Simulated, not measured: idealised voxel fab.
The following is a process module called voxel gate over fins.
Pictured: cross-section cut, 275 nm wide, on a grid of 5 nm square cells.
A cross-section in this document is a grid of square cells, and it is written down as bands, the top band listed before the ones below it; a band is made up of one or more rows of cells. Quick guide to a band line: top height, bottom height (nm) up front; then every material left to right with its width in nm. Only one material and it's marked "everywhere"? Then it fills the band edge to edge. And "empty" just means empty space. Height datum 0, below which the as-received substrate wafer is one material. Lowest band open at the bottom, running downward: "top 0, no bottom". Width: "30..40" (first number = top row, second number = bottom row, same change from row to row of cells). "no change occurred", as given for a step, is the statement that not any cell of the cross-section underwent a change during that step. Empty spaces without an open route to the top, at least 8 cells in extent, make up the entry "Enclosed internal cavities"; each is given as width x height at distance, where the distance is measured from the left edge, and all are in nm. Post-settings text on a step line: simulator's own remark regarding the step. The optional step-line setting "overlay nm" applies to steps with a mask and quantifies how far to the right of its planned location the mask lay, a negative value indicating leftward placement.
Plan
step 1: RECEIVE | material Si
step 2: CONFORMAL_DEP | material SiN | thk nm 10
step 3: DIRECTIONAL_DEP | material aC | thk nm 15
step 4: PATTERN | tone cover | mask id FINS | material resist | width nm 15 | pitch nm 60 | thk nm 30 | overlay nm 0
step 5: DIRECTIONAL_ETCH | etch materials aC | depth nm 15
step 6: STRIP | etch materials resist
step 7: DIRECTIONAL_ETCH | etch materials SiN | depth nm 10
step 8: DIRECTIONAL_ETCH | etch materials Si | depth nm 30
step 9: STRIP | etch materials aC
step 10: FILL_DEP | material SiO2 | thk nm 10
step 11: CMP | height nm 10
step 12: DIRECTIONAL_DEP | material aC | thk nm 15
step 13: PATTERN | tone open | mask id RAIL | material resist | width nm 15 | thk nm 35 | overlay nm 0
step 14: DIRECTIONAL_ETCH | etch materials aC | depth nm 15
step 15: STRIP | etch materials resist
step 16: DIRECTIONAL_ETCH | etch materials SiO2 | depth nm 35
step 17: STRIP | etch materials aC
step 18: CONFORMAL_DEP | material TiN | thk nm 5
step 19: FILL_DEP | material W | thk nm 10
step 20: CMP | height nm 10
step 21: SELECTIVE_ETCH | etch materials W Ru TiN | depth nm 25
step 22: FILL_DEP | material SiO2 | thk nm 5
step 23: CMP | height nm 10
step 24: SELECTIVE_ETCH | etch materials SiO2 | depth nm 20
step 25: STRIP | etch materials SiN
step 26: CONFORMAL_DEP | material HfO2 | thk nm 5
step 27: CONFORMAL_DEP | material TiN | thk nm 5
step 28: CONFORMAL_DEP | material TiAl | thk nm 5
step 29: CONFORMAL_DEP | material TiN | thk nm 5
step 30: FILL_DEP | material W | thk nm 15
step 31: CMP | height nm 30
step 32: CONFORMAL_DEP | material SiN | thk nm 10
Received-state cross-section, reflecting completion of step 1
	top 0, no bottom | Si everywhere
	Enclosed internal cavities: none
Module complete - cross-section of the first of two wafers, run according to plan
	top 40, bottom 30 | SiN everywhere
	top 30, bottom 20 | W everywhere
	top 20, bottom 15 | 80 of W  55 of TiN  5 of W  55 of TiN  80 of W
	top 15, bottom 10 | 80 of W  5 of TiN  45 of TiAl  5 of TiN  5 of W  5 of TiN  45 of TiAl  5 of TiN  80 of W
	top 10, bottom 5 | 85 of TiN  5 of TiAl  35 of TiN  5 of TiAl  15 of TiN  5 of TiAl  35 of TiN  5 of TiAl  85 of TiN
	top 5, bottom 0 | 90 of TiAl  5 of TiN  25 of HfO2  5 of TiN  25 of TiAl  5 of TiN  25 of HfO2  5 of TiN  90 of TiAl
	top 0, bottom -5 | 95 of TiN  5 of HfO2  15 of Si  5 of HfO2  35 of TiN  5 of HfO2  15 of Si  5 of HfO2  95 of TiN
	top -5, bottom -10 | 100 of HfO2  15 of Si  45 of HfO2  15 of Si  100 of HfO2
	top -10, bottom -15 | 100 of SiO2  15 of Si  45 of SiO2  15 of Si  100 of SiO2
	top -15, bottom -20 | 100 of SiO2  15 of Si  15 of SiO2  5 of TiN  5 of W  5 of TiN  15 of SiO2  15 of Si  100 of SiO2
	top -20, bottom -25 | 100 of SiO2  15 of Si  15 of SiO2  15 of TiN  15 of SiO2  15 of Si  100 of SiO2
	top -25, bottom -30 | 100 of SiO2  15 of Si  45 of SiO2  15 of Si  100 of SiO2
	top -30, no bottom | Si everywhere
	Enclosed internal cavities: none
So this is wafer number two of the two, cut at the end of the module - it started where the first did and had the same plan, we just got one thing wrong running it
	top 40, bottom 30 | SiN everywhere
	top 30, bottom 20 | W everywhere
	top 20, bottom 15 | 80 of W  55 of TiN  5 of W  55 of TiN  80 of W
	top 15, bottom 10 | 80 of W  5 of TiN  45 of TiAl  5 of TiN  5 of W  5 of TiN  45 of TiAl  5 of TiN  80 of W
	top 10, bottom 5 | 85 of TiN  5 of TiAl  35 of TiN  5 of TiAl  15 of TiN  5 of TiAl  35 of TiN  5 of TiAl  85 of TiN
	top 5, bottom 0 | 90 of TiAl  5 of TiN  25 of HfO2  5 of TiN  25 of TiAl  5 of TiN  25 of HfO2  5 of TiN  90 of TiAl
	top 0, bottom -5 | 95 of TiN  5 of HfO2  15 of Si  5 of HfO2  35 of TiN  5 of HfO2  15 of Si  5 of HfO2  95 of TiN
	top -5, bottom -10 | 85 of HfO2  10 of TiN  5 of HfO2  15 of Si  5 of HfO2  10 of TiN  15 of HfO2  10 of TiN  5 of HfO2  15 of Si  5 of HfO2  10 of TiN  85 of HfO2
	top -10, bottom -15 | 80 of SiO2  5 of HfO2  10 of TiN  5 of HfO2  15 of Si  5 of HfO2  5 of TiN  10 of HfO2  5 of SiO2  10 of HfO2  5 of TiN  5 of HfO2  15 of Si  5 of HfO2  10 of TiN  5 of HfO2  80 of SiO2
	top -15, bottom -20 | 80 of SiO2  20 of HfO2  15 of Si  15 of HfO2  5 of TiN  5 of W  5 of TiN  15 of HfO2  15 of Si  20 of HfO2  80 of SiO2
	top -20, bottom -25 | 100 of SiO2  15 of Si  15 of SiO2  15 of TiN  15 of SiO2  15 of Si  100 of SiO2
	top -25, bottom -30 | 100 of SiO2  15 of Si  45 of SiO2  15 of Si  100 of SiO2
	top -30, no bottom | Si everywhere
	Enclosed internal cavities: none
Deviation from plan: mixed up steps 24 and 25 - ran each in the other's place
End of process, cell counts, second wafer against first, materials with more or fewer: HfO2: 16 more; SiO2: 30 fewer; TiN: 14 more
